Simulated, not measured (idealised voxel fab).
process module | voxel self aligned vias
Xsec cut, 260 nm wide, square cell size 5 nm.
Reading order for cross-sections: top band down to bottom band. Underlying form: a grid of square cells. Band size: one or more rows of cells. Band: top and bottom heights (nm) first, top before bottom; then materials from left to right, widths in nm. "everywhere" marks a sole material filling the band edge to edge. "air" denotes empty space. Convention: height 0 is the level below which the wafer, as received, is all one material. The lowest band does not terminate at the bottom but continues downward, represented as "0..down". A width such as "30->40" changes by the same amount from each row of cells to the next, from the band's top row to its bottom row. Given "no modifications" for a step, no cell of the cross-section differs between before and after that step. "Closed empty spaces" enumerates empty spaces isolated from the top, with no open way to it, that contain at least 8 cells, giving each as width x height at distance from the left edge, all three in nm. after a step's settings: what the simulator itself notes on the step. Each step line may optionally specify "overlay nm", which for a step with a mask gives the rightward distance between the mask's planned place and where it lay, a negative value indicating the leftward direction.
## Listed below are the process steps as planned
1 RECEIVE,material Si
2 CONFORMAL_DEP,material SiO2,thk nm 10
3 CONFORMAL_DEP,material SiCN,thk nm 5
4 DIRECTIONAL_DEP,material lowk,thk nm 30
5 DIRECTIONAL_DEP,material aC,thk nm 15
6 PATTERN,tone open,mask id LINES,material resist,width nm 20,pitch nm 60,thk nm 30,overlay nm 0
7 DIRECTIONAL_ETCH,etch materials aC,depth nm 15
8 STRIP,etch materials resist
9 DIRECTIONAL_ETCH,etch materials lowk,depth nm 30
10 STRIP,etch materials aC
11 CONFORMAL_DEP,material TiN,thk nm 5
12 FILL_DEP,material Ru,thk nm 5
13 CMP,height nm 45
14 SELECTIVE_ETCH,etch materials W Ru TiN,depth nm 5
15 FILL_DEP,material SiN,thk nm 5
16 CMP,height nm 45
17 DIRECTIONAL_DEP,material lowk,thk nm 20
18 MASKED_ETCH,tone open,mask id VIAS,width nm 40,pitch nm 60,etch materials lowk,depth nm 20,overlay nm 0
19 MASKED_ETCH,tone open,mask id VIAS,width nm 40,pitch nm 60,etch materials SiN,depth nm 5,overlay nm 0
20 CONFORMAL_DEP,material TiN,thk nm 5
21 FILL_DEP,material W,thk nm 5
22 CMP,height nm 65
23 CONFORMAL_DEP,material SiN,thk nm 5
## What follows covers the first of two wafers; it ran as planned
## Cross-sectional view of the wafer in its as-received condition, corresponding to the state after step 1
    0..down | Si everywhere
    Closed empty spaces: none
## Take a look at the wafer's cross-section after step 2
    10..0 | SiO2 everywhere
    Lower than 0, everything is as it was.
## Take a look at the wafer's cross-section after step 3
    15..10 | SiCN everywhere
    Lower than 10, everything is as it was.
## Take a look at the wafer's cross-section after step 4
    45..15 | lowk everywhere
    Lower than 15, everything is as it was.
## Take a look at the wafer's cross-section after step 5
    60..45 | aC everywhere
    Lower than 45, everything is as it was.
## Take a look at the wafer's cross-section after step 6
    90..60 | resist=90, then air=20, then resist=40, then air=20, then resist=90
    Lower than 60, everything is as it was.
## Take a look at the wafer's cross-section after step 7
    75..60 | resist=90, then air=20, then resist=40, then air=20, then resist=90
    60..45 | aC=90, then air=20, then aC=40, then air=20, then aC=90
    Lower than 45, everything is as it was.
## Take a look at the wafer's cross-section after step 8
    60..45 | aC=90, then air=20, then aC=40, then air=20, then aC=90
    Lower than 45, everything is as it was.
## Take a look at the wafer's cross-section after step 9
    60..45 | aC=90, then air=20, then aC=40, then air=20, then aC=90
    45..15 | lowk=90, then air=20, then lowk=40, then air=20, then lowk=90
    Lower than 15, everything is as it was.
## Take a look at the wafer's cross-section after step 10
    45..15 | lowk=90, then air=20, then lowk=40, then air=20, then lowk=90
    Lower than 15, everything is as it was.
## Take a look at the wafer's cross-section after step 11
    50..45 | TiN=95, then air=10, then TiN=50, then air=10, then TiN=95
    45..20 | lowk=90, then TiN=5, then air=10, then TiN=5, then lowk=40, then TiN=5, then air=10, then TiN=5, then lowk=90
    20..15 | lowk=90, then TiN=20, then lowk=40, then TiN=20, then lowk=90
    Lower than 15, everything is as it was.
## Take a look at the wafer's cross-section after step 12
    55..50 | Ru everywhere
    50..45 | TiN=95, then Ru=10, then TiN=50, then Ru=10, then TiN=95
    45..20 | lowk=90, then TiN=5, then Ru=10, then TiN=5, then lowk=40, then TiN=5, then Ru=10, then TiN=5, then lowk=90
    Lower than 20, everything is as it was.
## Take a look at the wafer's cross-section after step 13
    45..20 | lowk=90, then TiN=5, then Ru=10, then TiN=5, then lowk=40, then TiN=5, then Ru=10, then TiN=5, then lowk=90
    Lower than 20, everything is as it was.
## Take a look at the wafer's cross-section after step 14
    45..40 | lowk=90, then air=20, then lowk=40, then air=20, then lowk=90
    Lower than 40, everything is as it was.
## Take a look at the wafer's cross-section after step 15
    50..45 | SiN everywhere
    45..40 | lowk=90, then SiN=20, then lowk=40, then SiN=20, then lowk=90
    Lower than 40, everything is as it was.
## Take a look at the wafer's cross-section after step 16
    45..40 | lowk=90, then SiN=20, then lowk=40, then SiN=20, then lowk=90
    Lower than 40, everything is as it was.
## Take a look at the wafer's cross-section after step 17
    65..45 | lowk everywhere
    Lower than 45, everything is as it was.
## Take a look at the wafer's cross-section after step 18
    65..45 | lowk=80, then air=40, then lowk=20, then air=40, then lowk=80
    Lower than 45, everything is as it was.
## Take a look at the wafer's cross-section after step 19
    65..45 | lowk=80, then air=40, then lowk=20, then air=40, then lowk=80
    45..40 | lowk=90, then air=20, then lowk=40, then air=20, then lowk=90
    Lower than 40, everything is as it was.
## Take a look at the wafer's cross-section after step 20
    70..65 | TiN=85, then air=30, then TiN=30, then air=30, then TiN=85
    65..50 | lowk=80, then TiN=5, then air=30, then TiN=5, then lowk=20, then TiN=5, then air=30, then TiN=5, then lowk=80
    50..45 | lowk=80, then TiN=15, then air=10, then TiN=15, then lowk=20, then TiN=15, then air=10, then TiN=15, then lowk=80
    45..40 | lowk=90, then TiN=20, then lowk=40, then TiN=20, then lowk=90
    Lower than 40, everything is as it was.
## Take a look at the wafer's cross-section after step 21
    75..70 | W everywhere
    70..65 | TiN=85, then W=30, then TiN=30, then W=30, then TiN=85
    65..50 | lowk=80, then TiN=5, then W=30, then TiN=5, then lowk=20, then TiN=5, then W=30, then TiN=5, then lowk=80
    50..45 | lowk=80, then TiN=15, then W=10, then TiN=15, then lowk=20, then TiN=15, then W=10, then TiN=15, then lowk=80
    Lower than 45, everything is as it was.
## Take a look at the wafer's cross-section after step 22
    65..50 | lowk=80, then TiN=5, then W=30, then TiN=5, then lowk=20, then TiN=5, then W=30, then TiN=5, then lowk=80
    Lower than 50, everything is as it was.
## Take a look at the wafer's cross-section after step 23
    70..65 | SiN everywhere
    Lower than 65, everything is as it was.
## Okay, second wafer. Nothing different at the start, nothing different in the plan, just one mistake somewhere in the running. As far as step 1, counting that step, it's the first wafer all over again
## Second wafer: cross-section at the scheduled end of step 2
    10..0 | aC everywhere
    Lower than 0, everything is as it was.
## Second wafer: cross-section at the scheduled end of step 3
    15..10 | SiCN everywhere
    Lower than 10, everything is as it was.
## Second wafer: cross-section at the scheduled end of step 4
    45..15 | lowk everywhere
    Lower than 15, everything is as it was.
## Second wafer: cross-section at the scheduled end of step 5
    60..45 | aC everywhere
    Lower than 45, everything is as it was.
## Second wafer: cross-section at the scheduled end of step 6
    90..60 | resist=90, then air=20, then resist=40, then air=20, then resist=90
    Lower than 60, everything is as it was.
## Second wafer: cross-section at the scheduled end of step 7
    75..60 | resist=90, then air=20, then resist=40, then air=20, then resist=90
    60..45 | aC=90, then air=20, then aC=40, then air=20, then aC=90
    Lower than 45, everything is as it was.
## Second wafer: cross-section at the scheduled end of step 8
    60..45 | aC=90, then air=20, then aC=40, then air=20, then aC=90
    Lower than 45, everything is as it was.
## Second wafer: cross-section at the scheduled end of step 9
    60..45 | aC=90, then air=20, then aC=40, then air=20, then aC=90
    45..15 | lowk=90, then air=20, then lowk=40, then air=20, then lowk=90
    Lower than 15, everything is as it was.
## Second wafer: cross-section at the scheduled end of step 10
    45..15 | lowk=90, then air=20, then lowk=40, then air=20, then lowk=90
    Lower than 15, everything is as it was.
## Second wafer: cross-section at the scheduled end of step 11
    50..45 | TiN=95, then air=10, then TiN=50, then air=10, then TiN=95
    45..20 | lowk=90, then TiN=5, then air=10, then TiN=5, then lowk=40, then TiN=5, then air=10, then TiN=5, then lowk=90
    20..15 | lowk=90, then TiN=20, then lowk=40, then TiN=20, then lowk=90
    Lower than 15, everything is as it was.
## Second wafer: cross-section at the scheduled end of step 12
    55..50 | Ru everywhere
    50..45 | TiN=95, then Ru=10, then TiN=50, then Ru=10, then TiN=95
    45..20 | lowk=90, then TiN=5, then Ru=10, then TiN=5, then lowk=40, then TiN=5, then Ru=10, then TiN=5, then lowk=90
    Lower than 20, everything is as it was.
## Second wafer: cross-section at the scheduled end of step 13
    45..20 | lowk=90, then TiN=5, then Ru=10, then TiN=5, then lowk=40, then TiN=5, then Ru=10, then TiN=5, then lowk=90
    Lower than 20, everything is as it was.
## Second wafer: cross-section at the scheduled end of step 14
    45..40 | lowk=90, then air=20, then lowk=40, then air=20, then lowk=90
    Lower than 40, everything is as it was.
## Second wafer: cross-section at the scheduled end of step 15
    50..45 | SiN everywhere
    45..40 | lowk=90, then SiN=20, then lowk=40, then SiN=20, then lowk=90
    Lower than 40, everything is as it was.
## Second wafer: cross-section at the scheduled end of step 16
    45..40 | lowk=90, then SiN=20, then lowk=40, then SiN=20, then lowk=90
    Lower than 40, everything is as it was.
## Second wafer: cross-section at the scheduled end of step 17
    65..45 | lowk everywhere
    Lower than 45, everything is as it was.
## Second wafer: cross-section at the scheduled end of step 18
    65..45 | lowk=80, then air=40, then lowk=20, then air=40, then lowk=80
    Lower than 45, everything is as it was.
## Second wafer: cross-section at the scheduled end of step 19
    65..45 | lowk=80, then air=40, then lowk=20, then air=40, then lowk=80
    45..40 | lowk=90, then air=20, then lowk=40, then air=20, then lowk=90
    Lower than 40, everything is as it was.
## Second wafer: cross-section at the scheduled end of step 20
    70..65 | TiN=85, then air=30, then TiN=30, then air=30, then TiN=85
    65..50 | lowk=80, then TiN=5, then air=30, then TiN=5, then lowk=20, then TiN=5, then air=30, then TiN=5, then lowk=80
    50..45 | lowk=80, then TiN=15, then air=10, then TiN=15, then lowk=20, then TiN=15, then air=10, then TiN=15, then lowk=80
    45..40 | lowk=90, then TiN=20, then lowk=40, then TiN=20, then lowk=90
    Lower than 40, everything is as it was.
## Second wafer: cross-section at the scheduled end of step 21
    75..70 | W everywhere
    70..65 | TiN=85, then W=30, then TiN=30, then W=30, then TiN=85
    65..50 | lowk=80, then TiN=5, then W=30, then TiN=5, then lowk=20, then TiN=5, then W=30, then TiN=5, then lowk=80
    50..45 | lowk=80, then TiN=15, then W=10, then TiN=15, then lowk=20, then TiN=15, then W=10, then TiN=15, then lowk=80
    Lower than 45, everything is as it was.
## Second wafer: cross-section at the scheduled end of step 22
    65..50 | lowk=80, then TiN=5, then W=30, then TiN=5, then lowk=20, then TiN=5, then W=30, then TiN=5, then lowk=80
    Lower than 50, everything is as it was.
## Second wafer: cross-section at the scheduled end of step 23
    70..65 | SiN everywhere
    Lower than 65, everything is as it was.
Against the plan, the run slipped here: heads up, step 2 didn't go per plan, it actually ran as CONFORMAL_DEP,material aC,thk nm 10
The closing comparison, in cells, has the second wafer with more or fewer of some materials than the first: -104 SiO2, +104 aC
